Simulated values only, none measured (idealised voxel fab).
This section sets out a process module, namely voxel ribs on slabs.
The figure presents cross-section cut, which has a width of 300 nm and is divided into square cells with an edge length of 5 nm.
A cross-section is a grid of square cells, given in bands from the top down. A band is one or more rows of cells. Basically the band line says how high the top is and how high the bottom is, in nm, and then what's in it from left to right, every material with its width in nm. Empty space shows up as "empty", and if a single material carries "all across" it runs the full band edge to edge. Heights are reckoned from 0. Under this level, the received wafer is all of one material. The bottommost band is open-ended downward, for example "0 down". Width: "30->40" (first number = top row, second number = bottom row, same change from row to row of cells). "remains unaltered" means the step left every cell of the cross-section as it was. Sealed cavities: empty space of 8 cells or more with no open way to the top, each as width x height at its distance from the left edge, in nm. Read whatever lies past the settings on a step's line as the simulator's own remark about the step. The line of a step may include "overlay nm". On a step with a mask, this value is how far to the right of its planned place the mask lay. A negative value means the mask lay to the left.
[Steps in the process plan]
1: RECEIVE with material Si
2: DIRECTIONAL_DEP with material SiO2, thk nm 25
3: DIRECTIONAL_DEP with material polySi, thk nm 20
4: PATTERN with tone cover, mask id RIB, material resist, width nm 30, thk nm 15, overlay nm 0
5: DIRECTIONAL_ETCH with etch materials polySi, depth nm 15
6: STRIP with etch materials resist
7: PATTERN with tone cover, mask id SLAB, material resist, width nm 90, thk nm 20, overlay nm 0
8: DIRECTIONAL_ETCH with etch materials polySi, depth nm 5
9: STRIP with etch materials resist
10: FILL_DEP with material SiO2, thk nm 20
11: CMP with height nm 60
12: DIRECTIONAL_DEP with material W, thk nm 5
13: PATTERN with tone cover, mask id HEATER, material resist, width nm 40, thk nm 20, overlay nm 0
14: DIRECTIONAL_ETCH with etch materials W, depth nm 5
15: STRIP with etch materials resist
16: CONFORMAL_DEP with material SiN, thk nm 5
[Cross-section of the incoming wafer, state after step 1]
	0 down = Si all across
	Sealed cavities: none
[Cross-sectional view of the first of the two wafers upon completion of the module, processed in accordance with the plan]
	70 to 65 = empty=125, SiN=50, empty=125
	65 to 60 = SiN=130, W=40, SiN=130
	60 to 45 = SiO2 all across
	45 to 30 = SiO2=135, polySi=30, SiO2=135
	30 to 25 = SiO2=105, polySi=90, SiO2=105
	25 to 0 = SiO2 all across
	0 down = Si all across
	Sealed cavities: none
[Cross-sectional image of the second wafer of the two following completion of the module. Starting state and process plan were the same as for the first wafer; one execution error occurred]
	70 to 65 = empty=125, SiN=50, empty=125
	65 to 60 = SiN=130, W=40, SiN=130
	60 to 20 = SiO2 all across
	20 to 0 = polySi all across
	0 down = Si all across
	Sealed cavities: none
What went wrong in running the wafer? steps 2 and 3 of the plan were run in the wrong order, each in the other's place
The closing comparison, in cells, has the second wafer with more or fewer of some materials than the first: SiO2: 204 fewer; polySi: 204 more
